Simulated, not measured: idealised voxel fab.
process module | voxel wiring stack
cross-section cut | 240 nm wide | cells 5 nm
A cross-section is a grid of square cells, given in bands from the top down. A band is one or more rows of cells.
Each band's line starts with the height of the band's top and of its bottom, in nm. Then come its materials from left to right, each with its width in nm. One material with "throughout" fills the band from edge to edge. "air" is empty space.
Height 0 is the level under which the wafer as received is all one material. The lowest band goes on downwards, as in "0 down".
A width such as "30 to 40" changes by the same amount from each row of cells to the next, from the band's top row to its bottom row.
"no change" after a step means that no cell of the cross-section changed.
closed voids: empty space of 8 cells or more with no open way to the top, each as width x height at its distance from the left edge, in nm
after a step's settings: what the simulator itself notes on the step
overlay nm, on a step with a mask: how far to the right of its planned place the mask lay; to the left if negative
plan
1 op RECEIVE | material Si
2 op CONFORMAL_DEP | material SiO2 | thk nm 15
3 op CONFORMAL_DEP | material SiN | thk nm 5
4 op DIRECTIONAL_DEP | material lowk | thk nm 20
5 op MASKED_ETCH | tone open | mask id METAL_1 | width nm 30 | pitch nm 50 | etch materials lowk | depth nm 20 | overlay nm 0
6 op MASKED_ETCH | tone open | mask id METAL_1 | width nm 30 | pitch nm 50 | etch materials SiN | depth nm 5 | overlay nm 0
7 op CONFORMAL_DEP | material TiN | thk nm 5
8 op FILL_DEP | material Cu | thk nm 5
9 op CMP | height nm 40
10 op CONFORMAL_DEP | material SiCN | thk nm 5
11 op DIRECTIONAL_DEP | material SiO2 | thk nm 35
12 op DIRECTIONAL_DEP | material aC | thk nm 15
13 op PATTERN | tone open | mask id METAL_2 | material resist | width nm 30 | pitch nm 50 | thk nm 35 | overlay nm 0
14 op DIRECTIONAL_ETCH | etch materials aC | depth nm 15
15 op STRIP | etch materials resist
16 op DIRECTIONAL_ETCH | etch materials SiO2 | depth nm 20
17 op STRIP | etch materials aC
18 op MASKED_ETCH | tone open | mask id METAL_2_HOLES | width nm 15 | pitch nm 50 | etch materials SiO2 | depth nm 15 | overlay nm 0
19 op MASKED_ETCH | tone open | mask id METAL_2_HOLES | width nm 15 | pitch nm 50 | etch materials SiCN | depth nm 5 | overlay nm 0
20 op CONFORMAL_DEP | material TiN | thk nm 5
21 op FILL_DEP | material Cu | thk nm 10
22 op CMP | height nm 80
23 op CONFORMAL_DEP | material SiCN | thk nm 5
24 op DIRECTIONAL_DEP | material SiO2 | thk nm 30
25 op DIRECTIONAL_DEP | material aC | thk nm 15
26 op PATTERN | tone open | mask id METAL_3_HOLES | material resist | width nm 15 | thk nm 30 | overlay nm 0
27 op DIRECTIONAL_ETCH | etch materials aC | depth nm 15
28 op STRIP | etch materials resist
29 op DIRECTIONAL_ETCH | etch materials SiO2 | depth nm 30
30 op STRIP | etch materials aC
31 op DIRECTIONAL_DEP | material aC | thk nm 10
32 op PATTERN | tone open | mask id METAL_3 | material resist | width nm 30 | pitch nm 50 | thk nm 25 | overlay nm 0
33 op DIRECTIONAL_ETCH | etch materials aC | depth nm 10
34 op STRIP | etch materials resist
35 op DIRECTIONAL_ETCH | etch materials SiO2 | depth nm 15
36 op DIRECTIONAL_ETCH | etch materials SiCN | depth nm 5
37 op STRIP | etch materials aC
38 op CONFORMAL_DEP | material TiN | thk nm 5
39 op FILL_DEP | material Cu | thk nm 10
40 op CMP | height nm 115
41 op CONFORMAL_DEP | material SiCN | thk nm 5
as received, after step 1
  0 down: Si throughout
  closed voids: none
a wafer at the end: this start, this plan, one mistake
  120 to 115: SiCN throughout
  115 to 105: SiO2 80 | TiN 5 | Cu 20 | TiN 5 | SiO2 20 | TiN 5 | Cu 20 | TiN 5 | SiO2 80
  105 to 100: SiO2 80 | TiN 5 | Cu 5 | TiN 20 | SiO2 20 | TiN 30 | SiO2 80
  100 to 85: SiO2 80 | TiN 5 | Cu 5 | TiN 5 | SiO2 145
  85 to 80: SiCN 80 | TiN 15 | SiCN 145
  80 to 65: SiO2 80 | TiN 5 | Cu 20 | TiN 5 | SiO2 20 | TiN 5 | Cu 20 | TiN 5 | SiO2 80
  65 to 60: SiO2 80 | TiN 5 | Cu 5 | TiN 20 | SiO2 20 | TiN 5 | Cu 5 | TiN 20 | SiO2 80
  60 to 45: SiO2 80 | TiN 5 | Cu 5 | TiN 5 | SiO2 35 | TiN 5 | Cu 5 | TiN 5 | SiO2 95
  45 to 40: SiCN 80 | TiN 15 | SiCN 35 | TiN 15 | SiCN 95
  40 to 35: TiN 85 | Cu 20 | TiN 30 | Cu 20 | TiN 85
  35 to 20: lowk 80 | TiN 5 | Cu 20 | TiN 5 | lowk 20 | TiN 5 | Cu 20 | TiN 5 | lowk 80
  20 to 15: lowk 80 | TiN 30 | lowk 20 | TiN 30 | lowk 80
  15 to 0: SiO2 throughout
  0 down: Si throughout
  closed voids: none
what went wrong: step 3 was left out
